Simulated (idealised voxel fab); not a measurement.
Herein follows the process module entitled voxel wiring stack.
We display cut, a cross-section 205 nm in width whose square cells are each 5 nm.
How to read a cross-section here: the picture is a grid of square cells, written as bands going from the top down, and any band can span one or more rows of cells. A band entry consists of two parts. The first gives the height of the band's top and the height of its bottom, in nm. The rest lists the band's materials from left to right, each with its width in nm. A single material labelled with the word "throughout" fills the band from edge to edge, and the word "empty" marks empty space. Ref level 0: as-received wafer is one material below here. Bottom band extends down with no lower bound ("top 0, no bottom"). Width: "30 to 40" (first number = top row, second number = bottom row, same change from row to row of cells). You'll sometimes find "no change occurred" written for a step, and that's the way of saying that nowhere in the cross-section did a cell change during that step. What "Listed closed voids" gives you is every empty space of 8 cells or more that is cut off from the top. Each appears as width x height at distance, with the distance taken from the left edge and width, height and distance all in nm. Past the settings on a step's line: simulator remark, on that step. overlay nm: how far to the right of its planned place the mask lay on this masked step (negative: to the left).
**Below is the list of planned process steps**
1) RECEIVE with material Si
2) CONFORMAL_DEP with material SiO2, thk nm 10
3) DIRECTIONAL_DEP with material TiN, thk nm 5
4) DIRECTIONAL_DEP with material Ru, thk nm 15
5) DIRECTIONAL_DEP with material aC, thk nm 15
6) PATTERN with tone cover, mask id METAL_1, material resist, width nm 30, pitch nm 60, thk nm 35, overlay nm 0
7) DIRECTIONAL_ETCH with etch materials aC, depth nm 15
8) STRIP with etch materials resist
9) DIRECTIONAL_ETCH with etch materials Ru, depth nm 15
10) DIRECTIONAL_ETCH with etch materials TiN, depth nm 5
11) STRIP with etch materials aC
12) FILL_DEP with material lowk, thk nm 5
13) CMP with height nm 30
14) CONFORMAL_DEP with material SiCN, thk nm 5
15) DIRECTIONAL_DEP with material lowk, thk nm 25
16) PATTERN with tone open, mask id METAL_2, material resist, width nm 30, pitch nm 60, thk nm 20, overlay nm 0
17) DIRECTIONAL_ETCH with etch materials lowk, depth nm 15
18) STRIP with etch materials resist
19) PATTERN with tone open, mask id METAL_2_HOLES, material resist, width nm 15, pitch nm 60, thk nm 20, overlay nm 0
20) DIRECTIONAL_ETCH with etch materials lowk, depth nm 10
21) DIRECTIONAL_ETCH with etch materials SiCN, depth nm 5
22) STRIP with etch materials resist
23) CONFORMAL_DEP with material TiN, thk nm 5
24) FILL_DEP with material Ru, thk nm 5
25) CMP with height nm 60
26) CONFORMAL_DEP with material SiCN, thk nm 5
27) DIRECTIONAL_DEP with material SiO2, thk nm 10
28) PATTERN with tone open, mask id PLUG_2, material resist, width nm 15, pitch nm 60, thk nm 20, overlay nm 0
29) DIRECTIONAL_ETCH with etch materials SiO2, depth nm 10
30) DIRECTIONAL_ETCH with etch materials SiCN, depth nm 5
31) STRIP with etch materials resist
32) CONFORMAL_DEP with material TiN, thk nm 5
33) FILL_DEP with material W, thk nm 5
34) CMP with height nm 75
35) CONFORMAL_DEP with material SiN, thk nm 5
36) DIRECTIONAL_DEP with material lowk, thk nm 20
37) DIRECTIONAL_DEP with material aC, thk nm 15
38) PATTERN with tone open, mask id METAL_3, material resist, width nm 30, pitch nm 60, thk nm 30, overlay nm 0
39) DIRECTIONAL_ETCH with etch materials aC, depth nm 15
40) STRIP with etch materials resist
41) DIRECTIONAL_ETCH with etch materials lowk, depth nm 20
42) DIRECTIONAL_ETCH with etch materials SiN, depth nm 5
43) STRIP with etch materials aC
44) CONFORMAL_DEP with material TiN, thk nm 5
45) FILL_DEP with material Ru, thk nm 5
46) CMP with height nm 100
47) CONFORMAL_DEP with material SiN, thk nm 5
**Cross-section of the incoming wafer, state after step 1**
* top 0, no bottom | Si throughout
* Listed closed voids: none
**The cross-section shown corresponds to the wafer at the conclusion of the module. The initial structure and the process plan are those presented above; however, one mistake occurred in executing the plan**
* top 105, bottom 100 | SiN throughout
* top 100, bottom 80 | lowk 55 nm; TiN 5 nm; Ru 20 nm; TiN 5 nm; lowk 30 nm; TiN 5 nm; Ru 20 nm; TiN 5 nm; lowk 60 nm
* top 80, bottom 75 | SiN 55 nm; TiN 30 nm; SiN 30 nm; TiN 30 nm; SiN 60 nm
* top 75, bottom 65 | SiO2 55 nm; TiN 5 nm; W 5 nm; TiN 5 nm; SiO2 45 nm; TiN 5 nm; W 5 nm; TiN 5 nm; SiO2 75 nm
* top 65, bottom 60 | SiCN 55 nm; TiN 15 nm; SiCN 45 nm; TiN 15 nm; SiCN 75 nm
* top 60, bottom 50 | lowk 45 nm; TiN 5 to 15 nm; Ru 30 to 20 nm; TiN 5 nm; lowk 20 nm; TiN 5 to 15 nm; Ru 30 to 20 nm; TiN 5 nm; lowk 60 nm
* top 50, bottom 45 | lowk 55 nm; TiN 30 nm; lowk 30 nm; TiN 30 nm; lowk 60 nm
* top 45, bottom 35 | lowk 55 nm; TiN 5 nm; lowk 55 nm; TiN 5 nm; lowk 85 nm
* top 35, bottom 30 | SiCN 55 nm; TiN 5 nm; SiCN 55 nm; TiN 5 nm; SiCN 85 nm
* top 30, bottom 15 | lowk 55 nm; Ru 30 nm; lowk 30 nm; Ru 30 nm; lowk 60 nm
* top 15, bottom 10 | lowk 55 nm; TiN 30 nm; lowk 30 nm; TiN 30 nm; lowk 60 nm
* top 10, bottom 0 | SiO2 throughout
* top 0, no bottom | Si throughout
* Listed closed voids: none
Short version of what went wrong: step 19 ran as: PATTERN with tone open, mask id METAL_2_HOLES, material resist, width nm 15, pitch nm 60, thk nm 20, overlay nm -10
